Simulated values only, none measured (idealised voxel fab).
The following is a process module called voxel self aligned vias.
For reference, the cross-section in this document is cut, with width 195 nm and square cells of 5 nm.
In this document a cross-section is written as a grid of square cells. It is given as a series of bands, listed from the top down, and a band is one or more rows of cells. In this notation a band is specified by the heights of its top and bottom, in that order and in nm, after which its materials appear from left to right, each paired with its width in nm. The word "full width" attached to a single material means that material fills the band from edge to edge; the word "air" stands for empty space. Heights are measured from 0, the level below which the as-received wafer is all one material; the lowest band has no bottom and continues downward, written as in "z 0 and below". You'd read "30..40" like this: the band's top row of cells is as wide as the first number, its bottom row is as wide as the second, and going down, every row changes width by the same amount as the row before did. Key: "left unchanged" - step with no changed cell in the cross-section. For the entry "Listed closed voids", the listed items are empty spaces with no open way to the top whose size is 8 cells or more; each item follows the pattern width x height at distance, where distance is from the left edge and all three are in nm. Whatever follows a step's settings on its line is a remark the simulator itself makes about that step. If you see "overlay nm" on a step's line and that step has a mask, it's telling you how far right of where it was planned the mask ended up; a negative number means it went left instead.
**Steps in the process plan**
1,RECEIVE, material Si
2,CONFORMAL_DEP, material SiO2, thk nm 15
3,CONFORMAL_DEP, material SiCN, thk nm 5
4,DIRECTIONAL_DEP, material SiO2, thk nm 25
5,MASKED_ETCH, tone open, mask id LINES, width nm 25, pitch nm 65, etch materials SiO2, depth nm 25, overlay nm 0
6,CONFORMAL_DEP, material TiN, thk nm 5
7,FILL_DEP, material Ru, thk nm 10
8,CMP, height nm 45
9,SELECTIVE_ETCH, etch materials W Ru TiN, depth nm 5
10,FILL_DEP, material SiN, thk nm 5
11,CMP, height nm 45
12,DIRECTIONAL_DEP, material SiO2, thk nm 15
13,DIRECTIONAL_DEP, material aC, thk nm 10
14,PATTERN, tone open, mask id VIAS, material resist, width nm 35, thk nm 30, overlay nm 0
15,DIRECTIONAL_ETCH, etch materials aC, depth nm 10
16,STRIP, etch materials resist
17,DIRECTIONAL_ETCH, etch materials SiO2, depth nm 15
18,DIRECTIONAL_ETCH, etch materials SiN, depth nm 5
19,STRIP, etch materials aC
20,CONFORMAL_DEP, material TiN, thk nm 5
21,FILL_DEP, material Ru, thk nm 10
22,CMP, height nm 60
23,CONFORMAL_DEP, material SiN, thk nm 5
**Wafer cross-section on receipt, i.e. after step 1**
  z 0 and below = Si full width
  Listed closed voids: none
**Run as planned - first of the two wafers cross-sectioned at the end of the module**
  z 65 to 60 = SiN full width
  z 60 to 50 = SiO2 45 nm, TiN 5 nm, Ru 25 nm, TiN 5 nm, SiO2 115 nm
  z 50 to 45 = SiO2 45 nm, TiN 10 nm, Ru 15 nm, TiN 10 nm, SiO2 115 nm
  z 45 to 40 = SiO2 50 nm, TiN 25 nm, SiO2 40 nm, SiN 25 nm, SiO2 55 nm
  z 40 to 25 = SiO2 50 nm, TiN 5 nm, Ru 15 nm, TiN 5 nm, SiO2 40 nm, TiN 5 nm, Ru 15 nm, TiN 5 nm, SiO2 55 nm
  z 25 to 20 = SiO2 50 nm, TiN 25 nm, SiO2 40 nm, TiN 25 nm, SiO2 55 nm
  z 20 to 15 = SiCN full width
  z 15 to 0 = SiO2 full width
  z 0 and below = Si full width
  Listed closed voids: none
**Cross-section of the latter of the two wafers at module completion. It had an identical start and an identical plan to the former; in running it, one mistake was made**
  z 65 to 60 = SiN full width
  z 60 to 50 = SiO2 45 nm, TiN 5 nm, Ru 25 nm, TiN 5 nm, SiO2 115 nm
  z 50 to 45 = SiO2 45 nm, TiN 10 nm, Ru 15 nm, TiN 10 nm, SiO2 115 nm
  z 45 to 40 = SiO2 50 nm, TiN 25 nm, SiO2 40 nm, SiN 25 nm, SiO2 55 nm
  z 40 to 25 = SiO2 50 nm, TiN 5 nm, Ru 15 nm, TiN 5 nm, SiO2 40 nm, TiN 5 nm, Ru 15 nm, TiN 5 nm, SiO2 55 nm
  z 25 to 20 = SiO2 50 nm, TiN 25 nm, SiO2 40 nm, TiN 25 nm, SiO2 55 nm
  z 20 to 5 = SiO2 full width
  z 5 to 0 = SiCN full width
  z 0 and below = Si full width
  Listed closed voids: none
What was the processing mistake? transposition of steps 2 and 3 relative to the planned sequence
Both wafers, final: cells per material equal; arrangement not.
